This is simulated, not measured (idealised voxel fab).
Process module under the name voxel self aligned contacts
Displayed cross-section: cut, width of 200 nm, square cells sized 5 nm.
For the purposes of this document, a cross-section shall be understood as a grid of square cells, specified as bands listed in top-to-bottom order, each band consisting of one or more rows of cells.
Each band's line starts with the height of the band's top and of its bottom, in nm. Then come its materials from left to right, each with its width in nm. One material with "all across" fills the band from edge to edge. "blank" is empty space.
It should be noted that heights are counted from 0, beneath which the wafer as supplied is of one material throughout, and that the lowest band possesses no lower boundary but continues downward, as written in "0 -> down".
A two-number width, for instance "30..40", indicates that the width is equal to the first number in the top row of the band and to the second number in the bottom row, and that it changes by a constant amount per row of cells.
Basically "same as before" means that step didn't change any cell in the cross-section.
Empty spaces counting at least 8 cells and having no open way to the top are listed in "Entrapped void list". The notation width x height at distance is used for each, the distance being from the left edge and all three values in nm.
Past the settings on a step's line: simulator remark, on that step.
overlay nm: mask offset rightward from planned place, masked step; negative means leftward offset.
[Below is the list of planned process steps]
1,RECEIVE with material Si
2,CONFORMAL_DEP with material SiO2, thk nm 5
3,DIRECTIONAL_DEP with material polySi, thk nm 30
4,DIRECTIONAL_DEP with material SiN, thk nm 20
5,DIRECTIONAL_DEP with material aC, thk nm 15
6,PATTERN with tone cover, mask id GATE, material resist, width nm 35, pitch nm 60, thk nm 35, overlay nm 0
7,DIRECTIONAL_ETCH with etch materials aC, depth nm 15
8,STRIP with etch materials resist
9,DIRECTIONAL_ETCH with etch materials SiN, depth nm 20
10,DIRECTIONAL_ETCH with etch materials polySi, depth nm 30
11,STRIP with etch materials aC
12,CONFORMAL_DEP with material SiN, thk nm 5
13,DIRECTIONAL_ETCH with etch materials SiN, depth nm 5
14,FILL_DEP with material SiO2, thk nm 15
15,CMP with height nm 60
16,MASKED_ETCH with tone open, mask id CONTACT, width nm 45, pitch nm 60, etch materials SiO2, depth nm 60, overlay nm 0
17,CONFORMAL_DEP with material TiN, thk nm 5
18,FILL_DEP with material Ru, thk nm 10
19,CMP with height nm 60
20,CONFORMAL_DEP with material SiCN, thk nm 5
[Account of the first of two wafers, which was processed as intended]
[Cross-section of the wafer upon arrival, representing the state reached after step 1]
  0 -> down = Si all across
  Entrapped void list: none
[After step 2: wafer cross-section]
  5 -> 0 = SiO2 all across
  Below 0 it's all the same as before, nothing changed down there.
[After step 3: wafer cross-section]
  35 -> 5 = polySi all across
  Below 5 it's all the same as before, nothing changed down there.
[After step 4: wafer cross-section]
  55 -> 35 = SiN all across
  Below 35 it's all the same as before, nothing changed down there.
[After step 5: wafer cross-section]
  70 -> 55 = aC all across
  Below 55 it's all the same as before, nothing changed down there.
[After step 6: wafer cross-section]
  105 -> 70 = blank 20 nm, then resist 35 nm, then blank 25 nm, then resist 35 nm, then blank 25 nm, then resist 35 nm, then blank 25 nm
  Below 70 it's all the same as before, nothing changed down there.
[After step 7: wafer cross-section]
  90 -> 70 = blank 20 nm, then resist 35 nm, then blank 25 nm, then resist 35 nm, then blank 25 nm, then resist 35 nm, then blank 25 nm
  70 -> 55 = blank 20 nm, then aC 35 nm, then blank 25 nm, then aC 35 nm, then blank 25 nm, then aC 35 nm, then blank 25 nm
  Below 55 it's all the same as before, nothing changed down there.
[After step 8: wafer cross-section]
  70 -> 55 = blank 20 nm, then aC 35 nm, then blank 25 nm, then aC 35 nm, then blank 25 nm, then aC 35 nm, then blank 25 nm
  Below 55 it's all the same as before, nothing changed down there.
[After step 9: wafer cross-section]
  70 -> 55 = blank 20 nm, then aC 35 nm, then blank 25 nm, then aC 35 nm, then blank 25 nm, then aC 35 nm, then blank 25 nm
  55 -> 35 = blank 20 nm, then SiN 35 nm, then blank 25 nm, then SiN 35 nm, then blank 25 nm, then SiN 35 nm, then blank 25 nm
  Below 35 it's all the same as before, nothing changed down there.
[After step 10: wafer cross-section]
  70 -> 55 = blank 20 nm, then aC 35 nm, then blank 25 nm, then aC 35 nm, then blank 25 nm, then aC 35 nm, then blank 25 nm
  55 -> 35 = blank 20 nm, then SiN 35 nm, then blank 25 nm, then SiN 35 nm, then blank 25 nm, then SiN 35 nm, then blank 25 nm
  35 -> 5 = blank 20 nm, then polySi 35 nm, then blank 25 nm, then polySi 35 nm, then blank 25 nm, then polySi 35 nm, then blank 25 nm
  Below 5 it's all the same as before, nothing changed down there.
[After step 11: wafer cross-section]
  55 -> 35 = blank 20 nm, then SiN 35 nm, then blank 25 nm, then SiN 35 nm, then blank 25 nm, then SiN 35 nm, then blank 25 nm
  Below 35 it's all the same as before, nothing changed down there.
[After step 12: wafer cross-section]
  60 -> 35 = blank 15 nm, then SiN 45 nm, then blank 15 nm, then SiN 45 nm, then blank 15 nm, then SiN 45 nm, then blank 20 nm
  35 -> 10 = blank 15 nm, then SiN 5 nm, then polySi 35 nm, then SiN 5 nm, then blank 15 nm, then SiN 5 nm, then polySi 35 nm, then SiN 5 nm, then blank 15 nm, then SiN 5 nm, then polySi 35 nm, then SiN 5 nm, then blank 20 nm
  10 -> 5 = SiN 20 nm, then polySi 35 nm, then SiN 25 nm, then polySi 35 nm, then SiN 25 nm, then polySi 35 nm, then SiN 25 nm
  Below 5 it's all the same as before, nothing changed down there.
[After step 13: wafer cross-section]
  55 -> 35 = blank 15 nm, then SiN 45 nm, then blank 15 nm, then SiN 45 nm, then blank 15 nm, then SiN 45 nm, then blank 20 nm
  35 -> 5 = blank 15 nm, then SiN 5 nm, then polySi 35 nm, then SiN 5 nm, then blank 15 nm, then SiN 5 nm, then polySi 35 nm, then SiN 5 nm, then blank 15 nm, then SiN 5 nm, then polySi 35 nm, then SiN 5 nm, then blank 20 nm
  Below 5 it's all the same as before, nothing changed down there.
[After step 14: wafer cross-section]
  70 -> 55 = SiO2 all across
  55 -> 35 = SiO2 15 nm, then SiN 45 nm, then SiO2 15 nm, then SiN 45 nm, then SiO2 15 nm, then SiN 45 nm, then SiO2 20 nm
  35 -> 5 = SiO2 15 nm, then SiN 5 nm, then polySi 35 nm, then SiN 5 nm, then SiO2 15 nm, then SiN 5 nm, then polySi 35 nm, then SiN 5 nm, then SiO2 15 nm, then SiN 5 nm, then polySi 35 nm, then SiN 5 nm, then SiO2 20 nm
  Below 5 it's all the same as before, nothing changed down there.
[After step 15: wafer cross-section]
  60 -> 55 = SiO2 all across
  Below 55 it's all the same as before, nothing changed down there.
[After step 16: wafer cross-section]
  60 -> 55 = SiO2 45 nm, then blank 45 nm, then SiO2 15 nm, then blank 45 nm, then SiO2 50 nm
  55 -> 35 = SiO2 15 nm, then SiN 45 nm, then blank 15 nm, then SiN 45 nm, then blank 15 nm, then SiN 45 nm, then SiO2 20 nm
  35 -> 5 = SiO2 15 nm, then SiN 5 nm, then polySi 35 nm, then SiN 5 nm, then blank 15 nm, then SiN 5 nm, then polySi 35 nm, then SiN 5 nm, then blank 15 nm, then SiN 5 nm, then polySi 35 nm, then SiN 5 nm, then SiO2 20 nm
  5 -> 0 = SiO2 60 nm, then blank 15 nm, then SiO2 45 nm, then blank 15 nm, then SiO2 65 nm
  Below 0 it's all the same as before, nothing changed down there.
[After step 17: wafer cross-section]
  65 -> 60 = TiN 50 nm, then blank 35 nm, then TiN 25 nm, then blank 35 nm, then TiN 55 nm
  60 -> 55 = SiO2 45 nm, then TiN 20 nm, then blank 5 nm, then TiN 20 nm, then SiO2 15 nm, then TiN 20 nm, then blank 5 nm, then TiN 20 nm, then SiO2 50 nm
  55 -> 35 = SiO2 15 nm, then SiN 45 nm, then TiN 5 nm, then blank 5 nm, then TiN 5 nm, then SiN 45 nm, then TiN 5 nm, then blank 5 nm, then TiN 5 nm, then SiN 45 nm, then SiO2 20 nm
  35 -> 5 = SiO2 15 nm, then SiN 5 nm, then polySi 35 nm, then SiN 5 nm, then TiN 5 nm, then blank 5 nm, then TiN 5 nm, then SiN 5 nm, then polySi 35 nm, then SiN 5 nm, then TiN 5 nm, then blank 5 nm, then TiN 5 nm, then SiN 5 nm, then polySi 35 nm, then SiN 5 nm, then SiO2 20 nm
  5 -> 0 = SiO2 60 nm, then TiN 15 nm, then SiO2 45 nm, then TiN 15 nm, then SiO2 65 nm
  Below 0 it's all the same as before, nothing changed down there.
[After step 18: wafer cross-section]
  75 -> 65 = Ru all across
  65 -> 60 = TiN 50 nm, then Ru 35 nm, then TiN 25 nm, then Ru 35 nm, then TiN 55 nm
  60 -> 55 = SiO2 45 nm, then TiN 20 nm, then Ru 5 nm, then TiN 20 nm, then SiO2 15 nm, then TiN 20 nm, then Ru 5 nm, then TiN 20 nm, then SiO2 50 nm
  55 -> 35 = SiO2 15 nm, then SiN 45 nm, then TiN 5 nm, then Ru 5 nm, then TiN 5 nm, then SiN 45 nm, then TiN 5 nm, then Ru 5 nm, then TiN 5 nm, then SiN 45 nm, then SiO2 20 nm
  35 -> 5 = SiO2 15 nm, then SiN 5 nm, then polySi 35 nm, then SiN 5 nm, then TiN 5 nm, then Ru 5 nm, then TiN 5 nm, then SiN 5 nm, then polySi 35 nm, then SiN 5 nm, then TiN 5 nm, then Ru 5 nm, then TiN 5 nm, then SiN 5 nm, then polySi 35 nm, then SiN 5 nm, then SiO2 20 nm
  Below 5 it's all the same as before, nothing changed down there.
[After step 19: wafer cross-section]
  60 -> 55 = SiO2 45 nm, then TiN 20 nm, then Ru 5 nm, then TiN 20 nm, then SiO2 15 nm, then TiN 20 nm, then Ru 5 nm, then TiN 20 nm, then SiO2 50 nm
  Below 55 it's all the same as before, nothing changed down there.
[After step 20: wafer cross-section]
  65 -> 60 = SiCN all across
  Below 60 it's all the same as before, nothing changed down there.
[Second of two: same start, same plan, one run error; steps up to and including 15 match the first]
[Second wafer, cross-section, planned end of step 16]
  60 -> 55 = blank 45 nm, then SiO2 45 nm, then blank 15 nm, then SiO2 45 nm, then blank 50 nm
  55 -> 35 = blank 15 nm, then SiN 45 nm, then SiO2 15 nm, then SiN 45 nm, then SiO2 15 nm, then SiN 45 nm, then blank 20 nm
  35 -> 5 = blank 15 nm, then SiN 5 nm, then polySi 35 nm, then SiN 5 nm, then SiO2 15 nm, then SiN 5 nm, then polySi 35 nm, then SiN 5 nm, then SiO2 15 nm, then SiN 5 nm, then polySi 35 nm, then SiN 5 nm, then blank 20 nm
  5 -> 0 = blank 15 nm, then SiO2 165 nm, then blank 20 nm
  Below 0 it's all the same as before, nothing changed down there.
[Second wafer, cross-section, planned end of step 17]
  65 -> 60 = blank 40 nm, then TiN 55 nm, then blank 5 nm, then TiN 55 nm, then blank 45 nm
  60 -> 55 = blank 10 nm, then TiN 35 nm, then SiO2 45 nm, then TiN 15 nm, then SiO2 45 nm, then TiN 35 nm, then blank 15 nm
  55 -> 35 = blank 10 nm, then TiN 5 nm, then SiN 45 nm, then SiO2 15 nm, then SiN 45 nm, then SiO2 15 nm, then SiN 45 nm, then TiN 5 nm, then blank 15 nm
  35 -> 5 = blank 10 nm, then TiN 5 nm, then SiN 5 nm, then polySi 35 nm, then SiN 5 nm, then SiO2 15 nm, then SiN 5 nm, then polySi 35 nm, then SiN 5 nm, then SiO2 15 nm, then SiN 5 nm, then polySi 35 nm, then SiN 5 nm, then TiN 5 nm, then blank 15 nm
  5 -> 0 = TiN 15 nm, then SiO2 165 nm, then TiN 20 nm
  Below 0 it's all the same as before, nothing changed down there.
[Second wafer, cross-section, planned end of step 18]
  75 -> 65 = Ru all across
  65 -> 60 = Ru 40 nm, then TiN 55 nm, then Ru 5 nm, then TiN 55 nm, then Ru 45 nm
  60 -> 55 = Ru 10 nm, then TiN 35 nm, then SiO2 45 nm, then TiN 15 nm, then SiO2 45 nm, then TiN 35 nm, then Ru 15 nm
  55 -> 35 = Ru 10 nm, then TiN 5 nm, then SiN 45 nm, then SiO2 15 nm, then SiN 45 nm, then SiO2 15 nm, then SiN 45 nm, then TiN 5 nm, then Ru 15 nm
  35 -> 5 = Ru 10 nm, then TiN 5 nm, then SiN 5 nm, then polySi 35 nm, then SiN 5 nm, then SiO2 15 nm, then SiN 5 nm, then polySi 35 nm, then SiN 5 nm, then SiO2 15 nm, then SiN 5 nm, then polySi 35 nm, then SiN 5 nm, then TiN 5 nm, then Ru 15 nm
  Below 5 it's all the same as before, nothing changed down there.
[Second wafer, cross-section, planned end of step 19]
  60 -> 55 = Ru 10 nm, then TiN 35 nm, then SiO2 45 nm, then TiN 15 nm, then SiO2 45 nm, then TiN 35 nm, then Ru 15 nm
  Below 55 it's all the same as before, nothing changed down there.
[Second wafer, cross-section, planned end of step 20]
  65 -> 60 = SiCN all across
  Below 60 it's all the same as before, nothing changed down there.
Want to know what went wrong? step 16 was run on a setting that differed from the plan, and what really ran there is MASKED_ETCH with tone cover, mask id CONTACT, width nm 45, pitch nm 60, etch materials SiO2, depth nm 60, overlay nm 0
At the finish, the second wafer shows more or fewer cells for some materials than the first does: Ru: 33 more; SiO2: 15 fewer; TiN: 18 fewer
